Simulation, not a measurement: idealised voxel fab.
Process module, titled voxel gate over fins
This is section cut - it's 270 nm across, gridded in 5 nm square cells.
If you're reading a cross-section in this doc, picture square cells in a grid; it comes to you as bands, top ones listed first down to the bottom, and a band can be one or more rows of cells.
Basically the band line says how high the top is and how high the bottom is, in nm, and then what's in it from left to right, every material with its width in nm. Empty space shows up as "air", and if a single material carries "edge to edge" it runs the full band edge to edge.
It should be noted that heights are counted from 0, beneath which the wafer as supplied is of one material throughout, and that the lowest band possesses no lower boundary but continues downward, as written in "z 0 and below".
The width entry "30 to 40" should be interpreted row by row: the top row of cells in the band takes the first number, the bottom row takes the second number, and the change between adjacent rows is uniform throughout.
What does "nothing got changed" mean for a step? It means no cell of the cross-section changed in that step.
Reported under the label "Internal closed voids" are the empty spaces having no open way to the top and comprising 8 cells or more; the notation for each is width x height at distance, in which the distance is measured from the left edge and all three values are in nm.
Step line, after settings: the simulator's comment on this step.
The setting "overlay nm" may be written on the line of a step. When the step uses a mask, the value reports how far to the right of the planned place the mask lay, and a negative value reports that it lay to the left.
Process steps foreseen in the plan:
1) RECEIVE: material Si
2) CONFORMAL_DEP: material SiN, thk nm 10
3) MASKED_ETCH: tone cover, mask id FINS, width nm 15, pitch nm 45, etch materials SiN, depth nm 10, overlay nm 0
4) MASKED_ETCH: tone cover, mask id FINS, width nm 15, pitch nm 45, etch materials Si, depth nm 35, overlay nm 0
5) FILL_DEP: material SiO2, thk nm 15
6) CMP: height nm 10
7) SELECTIVE_ETCH: etch materials SiO2, depth nm 20
8) STRIP: etch materials SiN
9) CONFORMAL_DEP: material HfO2, thk nm 5
10) CONFORMAL_DEP: material TiN, thk nm 5
11) FILL_DEP: material W, thk nm 10
12) CMP: height nm 15
13) CONFORMAL_DEP: material SiCN, thk nm 5
The first of two wafers, run as planned:
The cross-section here shows the wafer as received, i.e. in its state after step 1:
* z 0 and below  Si edge to edge
* Internal closed voids: none
Cross-sectional representation of the wafer at the conclusion of step 2:
* z 10 to 0  SiN edge to edge
* Below 0, no change.
Cross-sectional representation of the wafer at the conclusion of step 3:
* z 10 to 0  air 60  SiN 15  air 30  SiN 15  air 30  SiN 15  air 30  SiN 15  air 60
* Below 0, no change.
Cross-sectional representation of the wafer at the conclusion of step 4:
* z 10 to 0  air 60  SiN 15  air 30  SiN 15  air 30  SiN 15  air 30  SiN 15  air 60
* z 0 to -35  air 60  Si 15  air 30  Si 15  air 30  Si 15  air 30  Si 15  air 60
* Below -35, no change.
Cross-sectional representation of the wafer at the conclusion of step 5:
* z 25 to 10  SiO2 edge to edge
* z 10 to 0  SiO2 60  SiN 15  SiO2 30  SiN 15  SiO2 30  SiN 15  SiO2 30  SiN 15  SiO2 60
* z 0 to -35  SiO2 60  Si 15  SiO2 30  Si 15  SiO2 30  Si 15  SiO2 30  Si 15  SiO2 60
* Below -35, no change.
Cross-sectional representation of the wafer at the conclusion of step 6:
* z 10 to 0  SiO2 60  SiN 15  SiO2 30  SiN 15  SiO2 30  SiN 15  SiO2 30  SiN 15  SiO2 60
* Below 0, no change.
Cross-sectional representation of the wafer at the conclusion of step 7:
* z 10 to 0  air 60  SiN 15  air 30  SiN 15  air 30  SiN 15  air 30  SiN 15  air 60
* z 0 to -10  air 60  Si 15  air 30  Si 15  air 30  Si 15  air 30  Si 15  air 60
* Below -10, no change.
Cross-sectional representation of the wafer at the conclusion of step 8:
* z 0 to -10  air 60  Si 15  air 30  Si 15  air 30  Si 15  air 30  Si 15  air 60
* Below -10, no change.
Cross-sectional representation of the wafer at the conclusion of step 9:
* z 5 to 0  air 55  HfO2 25  air 20  HfO2 25  air 20  HfO2 25  air 20  HfO2 25  air 55
* z 0 to -5  air 55  HfO2 5  Si 15  HfO2 5  air 20  HfO2 5  Si 15  HfO2 5  air 20  HfO2 5  Si 15  HfO2 5  air 20  HfO2 5  Si 15  HfO2 5  air 55
* z -5 to -10  HfO2 60  Si 15  HfO2 30  Si 15  HfO2 30  Si 15  HfO2 30  Si 15  HfO2 60
* Below -10, no change.
Cross-sectional representation of the wafer at the conclusion of step 10:
* z 10 to 5  air 50  TiN 35  air 10  TiN 35  air 10  TiN 35  air 10  TiN 35  air 50
* z 5 to 0  air 50  TiN 5  HfO2 25  TiN 5  air 10  TiN 5  HfO2 25  TiN 5  air 10  TiN 5  HfO2 25  TiN 5  air 10  TiN 5  HfO2 25  TiN 5  air 50
* z 0 to -5  TiN 55  HfO2 5  Si 15  HfO2 5  TiN 20  HfO2 5  Si 15  HfO2 5  TiN 20  HfO2 5  Si 15  HfO2 5  TiN 20  HfO2 5  Si 15  HfO2 5  TiN 55
* Below -5, no change.
Cross-sectional representation of the wafer at the conclusion of step 11:
* z 20 to 10  W edge to edge
* z 10 to 5  W 50  TiN 35  W 10  TiN 35  W 10  TiN 35  W 10  TiN 35  W 50
* z 5 to 0  W 50  TiN 5  HfO2 25  TiN 5  W 10  TiN 5  HfO2 25  TiN 5  W 10  TiN 5  HfO2 25  TiN 5  W 10  TiN 5  HfO2 25  TiN 5  W 50
* Below 0, no change.
Cross-sectional representation of the wafer at the conclusion of step 12:
* z 15 to 10  W edge to edge
* Below 10, no change.
Cross-sectional representation of the wafer at the conclusion of step 13:
* z 20 to 15  SiCN edge to edge
* Below 15, no change.
Wafer two of two - same starting point, same process plan, one mistake in execution; matches wafer one up to and including step 5:
Cross-sectional representation of the second wafer at the time designated in the plan for the completion of step 6: nothing got changed
Cross-sectional representation of the second wafer at the time designated in the plan for the completion of step 7:
* z 10 to 5  air 60  SiN 15  air 30  SiN 15  air 30  SiN 15  air 30  SiN 15  air 60
* Below 5, no change.
Cross-sectional representation of the second wafer at the time designated in the plan for the completion of step 8:
* z 5 to 0  SiO2 60  air 15  SiO2 30  air 15  SiO2 30  air 15  SiO2 30  air 15  SiO2 60
* Below 0, no change.
Cross-sectional representation of the second wafer at the time designated in the plan for the completion of step 9:
* z 10 to 5  HfO2 65  air 5  HfO2 40  air 5  HfO2 40  air 5  HfO2 40  air 5  HfO2 65
* z 5 to 0  SiO2 60  HfO2 15  SiO2 30  HfO2 15  SiO2 30  HfO2 15  SiO2 30  HfO2 15  SiO2 60
* Below 0, no change.
Cross-sectional representation of the second wafer at the time designated in the plan for the completion of step 10:
* z 15 to 10  TiN edge to edge
* z 10 to 5  HfO2 65  TiN 5  HfO2 40  TiN 5  HfO2 40  TiN 5  HfO2 40  TiN 5  HfO2 65
* Below 5, no change.
Cross-sectional representation of the second wafer at the time designated in the plan for the completion of step 11:
* z 25 to 15  W edge to edge
* Below 15, no change.
Cross-sectional representation of the second wafer at the time designated in the plan for the completion of step 12:
* z 15 to 10  TiN edge to edge
* Below 10, no change.
Cross-sectional representation of the second wafer at the time designated in the plan for the completion of step 13:
* z 20 to 15  SiCN edge to edge
* Below 15, no change.
Where did the run depart from the plan? it should be noted that step 6 of the plan was omitted and was not performed
Upon completion, the second wafer contains, in terms of cells, a greater or smaller amount of certain materials than the first wafer: -8 HfO2, +126 SiO2, -12 TiN, -106 W
